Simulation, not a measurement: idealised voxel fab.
The following is a process module called voxel released beams.
FYI the section here is cut, 180 nm wide, cells are 5 nm squares.
A cross-section is a grid of square cells, given in bands from the top down. A band is one or more rows of cells.
Read a band's entry like this: the first values are the height of its top and the height of its bottom in nm, and what follows is the sequence of materials from left to right, each with its width in nm. Note that "air" is empty space, and that a single material marked "everywhere" reaches across the band from edge to edge.
We count height from 0. Below that, the starting wafer is all one material. The lowest band never ends at the bottom but goes on down; see "0 nm and below" for how that is written.
The expression "30 to 40" gives the width at the extremes of the band, the first number at its top row of cells and the second at its bottom row, with the width changing by equal amounts from each row to the next in between.
Reading "identical to before" for a step: not a cell of the cross-section changed in it.
Look at "Closed-off voids" for the closed voids: empty spaces with no open path to the top, sized 8 cells or up. Each is width x height at distance, distance from the left edge, all nm.
That trailing text on a step's line, after the settings, is the simulator's own remark on the step.
For masked steps, "overlay nm" on the step line gives how far right of plan the mask actually lay; a minus sign means it lay to the left.
**The steps planned for the process are as follows**
1: RECEIVE, material Si
2: CONFORMAL_DEP, material Al2O3, thk nm 5
3: DIRECTIONAL_DEP, material SiO2, thk nm 20
4: MASKED_ETCH, tone open, mask id ANCHOR, width nm 40, etch materials SiO2, depth nm 20, overlay nm 0
5: CONFORMAL_DEP, material SiN, thk nm 15
6: PATTERN, tone cover, mask id BEAM, material resist, width nm 105, thk nm 15, overlay nm 0
7: DIRECTIONAL_ETCH, etch materials SiN, depth nm 15
8: STRIP, etch materials resist
9: STRIP, etch materials SiO2
**Step 1 complete: cross-section of the wafer as received**
> 0 nm and below  Si everywhere
> Closed-off voids: none
**First of two wafers: cross-section at end of module, run per plan**
> 40 nm to 25 nm  35 nm air, 20 nm SiN, 10 nm air, 75 nm SiN, 40 nm air
> 25 nm to 20 nm  40 nm air, 15 nm SiN, 10 nm air, 15 nm SiN, 100 nm air
> 20 nm to 5 nm  40 nm air, 40 nm SiN, 100 nm air
> 5 nm to 0 nm  Al2O3 everywhere
> 0 nm and below  Si everywhere
> Closed-off voids: none
**Here is the second of the two wafers cut open at the end of the module - same start, same plan as the first one, but we made one mistake running it**
> 40 nm to 25 nm  30 nm air, 25 nm SiN, 10 nm air, 80 nm SiN, 35 nm air
> 25 nm to 20 nm  40 nm air, 15 nm SiN, 10 nm air, 15 nm SiN, 100 nm air
> 20 nm to 5 nm  40 nm air, 40 nm SiN, 100 nm air
> 5 nm to 0 nm  Al2O3 everywhere
> 0 nm and below  Si everywhere
> Closed-off voids: none
Deviation from plan: in deviation from the planned setting, step 6 was conducted as PATTERN, tone cover, mask id BEAM, material resist, width nm 115, thk nm 15, overlay nm 0
Upon completion, the second wafer contains, in terms of cells, a greater or smaller amount of certain materials than the first wafer: 6 more of SiN
